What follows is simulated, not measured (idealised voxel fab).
The process module presented herein is designated voxel wiring stack.
It is cross-section cut that appears here, measuring 220 nm in width, its square cells being 5 nm in size.
How to read a cross-section here: the picture is a grid of square cells, written as bands going from the top down, and any band can span one or more rows of cells.
Heads up on the band format: heights come first, top then bottom, in nm. After that it's the materials left to right, each with its width in nm. A single material flagged "full width" fills the whole band edge to edge, and "blank" means there's empty space there.
Height is counted from the level 0, under which the received wafer is composed throughout of one material. The lowest of the bands is not closed at the bottom but continues downward, in the notation "top 0, no bottom".
The two numbers in a width such as "30 to 40" mark its ends across the band: the first belongs to the top row of cells, the second to the bottom row, and from each row to the next the width moves by the same amount.
"no alterations made" means the step left every cell of the cross-section as it was.
So "Enclosed empty spaces" is basically the list of trapped voids: any empty space of 8 cells or more that can't reach the top through an opening. They're written width x height at distance, the distance being from the left edge, and it's all nm.
Anything after a step's settings on that line? It's the simulator's own note about the step.
A step's line can hold "overlay nm"; with a mask on that step, the setting says how far right of the planned place the mask lay, while a negative setting says it lay to the left.

PROCESS STEPS FORESEEN IN THE PLAN
1 RECEIVE with material Si
2 CONFORMAL_DEP with material SiO2, thk nm 10
3 DIRECTIONAL_DEP with material TiN, thk nm 5
4 DIRECTIONAL_DEP with material Ru, thk nm 15
5 MASKED_ETCH with tone cover, mask id METAL_1, width nm 30, pitch nm 50, etch materials Ru, depth nm 15, overlay nm 0
6 MASKED_ETCH with tone cover, mask id METAL_1, width nm 30, pitch nm 50, etch materials TiN, depth nm 5, overlay nm 0
7 FILL_DEP with material lowk, thk nm 5
8 CMP with height nm 30
9 CONFORMAL_DEP with material SiCN, thk nm 5
10 DIRECTIONAL_DEP with material lowk, thk nm 10
11 MASKED_ETCH with tone open, mask id PLUG_1, width nm 15, pitch nm 50, etch materials lowk, depth nm 10, overlay nm 0
12 MASKED_ETCH with tone open, mask id PLUG_1, width nm 15, pitch nm 50, etch materials SiCN, depth nm 5, overlay nm 0
13 EPI with material Ru, thk nm 10
14 EPI with material Ru, thk nm 5
15 DIRECTIONAL_DEP with material TiN, thk nm 5
16 DIRECTIONAL_DEP with material Ru, thk nm 20
17 DIRECTIONAL_DEP with material aC, thk nm 10
18 PATTERN with tone cover, mask id METAL_2, material resist, width nm 30, pitch nm 50, thk nm 30, overlay nm 0
19 DIRECTIONAL_ETCH with etch materials aC, depth nm 10
20 STRIP with etch materials resist
21 DIRECTIONAL_ETCH with etch materials Ru, depth nm 20
22 DIRECTIONAL_ETCH with etch materials TiN, depth nm 5
23 STRIP with etch materials aC
24 CONFORMAL_DEP with material SiN, thk nm 5
25 FILL_DEP with material SiO2, thk nm 5
26 CMP with height nm 70
27 CONFORMAL_DEP with material SiCN, thk nm 5
28 DIRECTIONAL_DEP with material lowk, thk nm 20
29 PATTERN with tone open, mask id PLUG_2, material resist, width nm 15, pitch nm 50, thk nm 20, overlay nm 0
30 DIRECTIONAL_ETCH with etch materials lowk, depth nm 20
31 DIRECTIONAL_ETCH with etch materials SiCN, depth nm 5
32 STRIP with etch materials resist
33 EPI with material Ru, thk nm 10
34 EPI with material Ru, thk nm 10
35 EPI with material Ru, thk nm 5
36 CONFORMAL_DEP with material SiCN, thk nm 5
37 DIRECTIONAL_DEP with material lowk, thk nm 25
38 MASKED_ETCH with tone open, mask id METAL_3, width nm 30, pitch nm 50, etch materials lowk, depth nm 25, overlay nm 0
39 MASKED_ETCH with tone open, mask id METAL_3, width nm 30, pitch nm 50, etch materials SiCN, depth nm 5, overlay nm 0
40 CONFORMAL_DEP with material TiN, thk nm 5
41 FILL_DEP with material W, thk nm 5
42 CMP with height nm 125
43 EPI with material Ru, thk nm 5
44 FILL_DEP with material SiCN, thk nm 5

CROSS-SECTION OF THE WAFER UPON ARRIVAL, REPRESENTING THE STATE REACHED AFTER STEP 1
	top 0, no bottom  Si full width
	Enclosed empty spaces: none

LOOKING AT THE FIRST OF TWO WAFERS IN CROSS-SECTION AT END OF MODULE - RAN TO PLAN
	top 135, bottom 130  SiCN full width
	top 130, bottom 125  SiCN: 40 | Ru: 40 | SiCN: 10 | Ru: 40 | SiCN: 10 | Ru: 40 | SiCN: 40
	top 125, bottom 100  lowk: 45 | TiN: 5 | W: 20 | TiN: 5 | lowk: 20 | TiN: 5 | W: 20 | TiN: 5 | lowk: 20 | TiN: 5 | W: 20 | TiN: 5 | lowk: 45
	top 100, bottom 95  SiCN: 45 | TiN: 30 | SiCN: 20 | TiN: 30 | SiCN: 20 | TiN: 30 | SiCN: 45
	top 95, bottom 75  lowk: 45 | Ru: 15 | lowk: 35 | Ru: 15 | lowk: 35 | Ru: 15 | lowk: 60
	top 75, bottom 70  SiCN: 45 | Ru: 15 | SiCN: 35 | Ru: 15 | SiCN: 35 | Ru: 15 | SiCN: 60
	top 70, bottom 50  SiO2: 40 | SiN: 5 | Ru: 30 | SiN: 5 | SiO2: 10 | SiN: 5 | Ru: 30 | SiN: 5 | SiO2: 10 | SiN: 5 | Ru: 30 | SiN: 5 | SiO2: 40
	top 50, bottom 45  SiN: 45 | TiN: 30 | SiN: 20 | TiN: 30 | SiN: 20 | TiN: 30 | SiN: 45
	top 45, bottom 35  lowk: 45 | Ru: 15 | lowk: 35 | Ru: 15 | lowk: 35 | Ru: 15 | lowk: 60
	top 35, bottom 30  SiCN: 45 | Ru: 15 | SiCN: 35 | Ru: 15 | SiCN: 35 | Ru: 15 | SiCN: 60
	top 30, bottom 15  lowk: 45 | Ru: 30 | lowk: 20 | Ru: 30 | lowk: 20 | Ru: 30 | lowk: 45
	top 15, bottom 10  lowk: 45 | TiN: 30 | lowk: 20 | TiN: 30 | lowk: 20 | TiN: 30 | lowk: 45
	top 10, bottom 0  SiO2 full width
	top 0, no bottom  Si full width
	Enclosed empty spaces: none

CROSS-SECTION OF THE LATTER OF THE TWO WAFERS AT MODULE COMPLETION. IT HAD AN IDENTICAL START AND AN IDENTICAL PLAN TO THE FORMER; IN RUNNING IT, ONE MISTAKE WAS MADE
	top 135, bottom 130  SiCN full width
	top 130, bottom 125  SiCN: 40 | Ru: 40 | SiCN: 10 | Ru: 40 | SiCN: 10 | Ru: 40 | SiCN: 40
	top 125, bottom 100  lowk: 45 | TiN: 5 | W: 20 | TiN: 5 | lowk: 20 | TiN: 5 | W: 20 | TiN: 5 | lowk: 20 | TiN: 5 | W: 20 | TiN: 5 | lowk: 45
	top 100, bottom 95  SiCN: 45 | TiN: 30 | SiCN: 20 | TiN: 30 | SiCN: 20 | TiN: 30 | SiCN: 45
	top 95, bottom 75  lowk: 45 | Ru: 15 | lowk: 35 | Ru: 15 | lowk: 35 | Ru: 15 | lowk: 60
	top 75, bottom 70  SiCN: 45 | Ru: 15 | SiCN: 35 | Ru: 15 | SiCN: 35 | Ru: 15 | SiCN: 60
	top 70, bottom 60  SiO2: 40 | SiN: 5 | Ru: 25 | SiN: 5 to 10 | SiO2: 15 to 10 | SiN: 5 | Ru: 25 | SiN: 5 to 10 | SiO2: 15 to 10 | SiN: 5 | Ru: 25 | SiN: 5 to 10 | SiO2: 45 to 40
	top 60, bottom 50  SiO2: 40 | SiN: 5 | Ru: 30 | SiN: 5 | SiO2: 10 | SiN: 5 | Ru: 30 | SiN: 5 | SiO2: 10 | SiN: 5 | Ru: 30 | SiN: 5 | SiO2: 40
	top 50, bottom 45  SiO2: 30 | SiN: 15 | TiN: 25 | Ru: 5 | SiN: 20 | TiN: 25 | Ru: 5 | SiN: 20 | TiN: 25 | Ru: 5 | SiN: 5 | SiO2: 40
	top 45, bottom 40  SiO2: 30 | SiN: 5 | Ru: 40 | SiN: 10 | Ru: 40 | SiN: 10 | Ru: 40 | SiN: 5 | SiO2: 40
	top 40, bottom 35  SiN: 35 | Ru: 35 | TiN: 5 | SiN: 10 | Ru: 35 | TiN: 5 | SiN: 10 | Ru: 35 | TiN: 5 | SiN: 45
	top 35, bottom 30  SiCN: 45 | Ru: 15 | SiCN: 35 | Ru: 15 | SiCN: 35 | Ru: 15 | SiCN: 60
	top 30, bottom 15  lowk: 45 | Ru: 30 | lowk: 20 | Ru: 30 | lowk: 20 | Ru: 30 | lowk: 45
	top 15, bottom 10  lowk: 45 | TiN: 30 | lowk: 20 | TiN: 30 | lowk: 20 | TiN: 30 | lowk: 45
	top 10, bottom 0  SiO2 full width
	top 0, no bottom  Si full width
	Enclosed empty spaces: none
Short version of what went wrong: step 10 of the plan was bypassed and not carried out
Materials where the second wafer ends with more or fewer cells than the first: +24 Ru | +15 SiN | +31 SiO2 | -70 lowk
